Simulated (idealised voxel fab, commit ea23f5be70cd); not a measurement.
Name of the process module below: voxel lift off
For reference, the cross-section in this document is cut, with width 230 nm and square cells of 5 nm.
Cross-section format: a grid of square cells, given as bands from top to bottom; each band is one or more rows of cells.
Basically the band line says how high the top is and how high the bottom is, in nm, and then what's in it from left to right, every material with its width in nm. Empty space shows up as "empty", and if a single material carries "full width" it runs the full band edge to edge.
For the purposes of this specification, 0 denotes the height below which the wafer in its as-received condition is composed wholly of one material, and the lowermost band, lacking a lower limit, extends downward without end, as expressed in "z 0 and below".
Width: "30..40" (first number = top row, second number = bottom row, same change from row to row of cells).
Any step labelled "no alterations made" changed none of the cells in the cross-section.
What "closed voids" gives you is every empty space of 8 cells or more that is cut off from the top. Each appears as width x height at distance, with the distance taken from the left edge and width, height and distance all in nm.
Post-settings text on a step line: simulator's own remark regarding the step.
The optional step-line setting "overlay nm" applies to steps with a mask and quantifies how far to the right of its planned location the mask lay, a negative value indicating leftward placement.

# So here's the lineup of process steps we planned
step 1: RECEIVE [material Si]
step 2: CONFORMAL_DEP [material SiO2] [thk nm 10]
step 3: PATTERN [tone open] [mask id LINES] [material resist] [width nm 20] [pitch nm 35] [thk nm 20] [overlay nm 0]
step 4: DIRECTIONAL_DEP [material Ru] [thk nm 5]
step 5: STRIP [etch materials resist]
step 6: CONFORMAL_DEP [material SiO2] [thk nm 5]

# First of the two wafers, run per plan

# Incoming wafer in cross-section (state: after step 1)
- z 0 and below = Si full width
- closed voids: none

# Once step 2 is through, the wafer looks like this in cross-section
- z 10 to 0 = SiO2 full width
- Anything lower than 0 is untouched.

# Once step 3 is through, the wafer looks like this in cross-section
- z 30 to 10 = resist=50 | empty=20 | resist=15 | empty=20 | resist=15 | empty=20 | resist=15 | empty=20 | resist=55
- Anything lower than 10 is untouched.

# Once step 4 is through, the wafer looks like this in cross-section
- z 35 to 30 = Ru=50 | empty=20 | Ru=15 | empty=20 | Ru=15 | empty=20 | Ru=15 | empty=20 | Ru=55
- z 30 to 15 = resist=50 | empty=20 | resist=15 | empty=20 | resist=15 | empty=20 | resist=15 | empty=20 | resist=55
- z 15 to 10 = resist=50 | Ru=20 | resist=15 | Ru=20 | resist=15 | Ru=20 | resist=15 | Ru=20 | resist=55
- Anything lower than 10 is untouched.

# Once step 5 is through, the wafer looks like this in cross-section
- z 15 to 10 = empty=50 | Ru=20 | empty=15 | Ru=20 | empty=15 | Ru=20 | empty=15 | Ru=20 | empty=55
- Anything lower than 10 is untouched.

# Once step 6 is through, the wafer looks like this in cross-section
- z 20 to 15 = empty=45 | SiO2=30 | empty=5 | SiO2=30 | empty=5 | SiO2=30 | empty=5 | SiO2=30 | empty=50
- z 15 to 10 = SiO2=50 | Ru=20 | SiO2=15 | Ru=20 | SiO2=15 | Ru=20 | SiO2=15 | Ru=20 | SiO2=55
- Anything lower than 10 is untouched.

# The remaining wafer, second of the two, started like the first and was run to the same plan, except that one mistake was made along the way; the two coincide through step 3, inclusive

The second wafer cut through, at the time step 4 was supposed to be finished: no alterations made

# The second wafer cut through, at the time step 5 was supposed to be finished
- z 10 to 0 = SiO2 full width
- Anything lower than 0 is untouched.

# The second wafer cut through, at the time step 6 was supposed to be finished
- z 15 to 0 = SiO2 full width
- Anything lower than 0 is untouched.
What broke from the plan during processing? the plan's step 4 was left out and never carried out
Final difference in cells, second wafer against first, listed per material as more or fewer: Ru -16, SiO2 -8
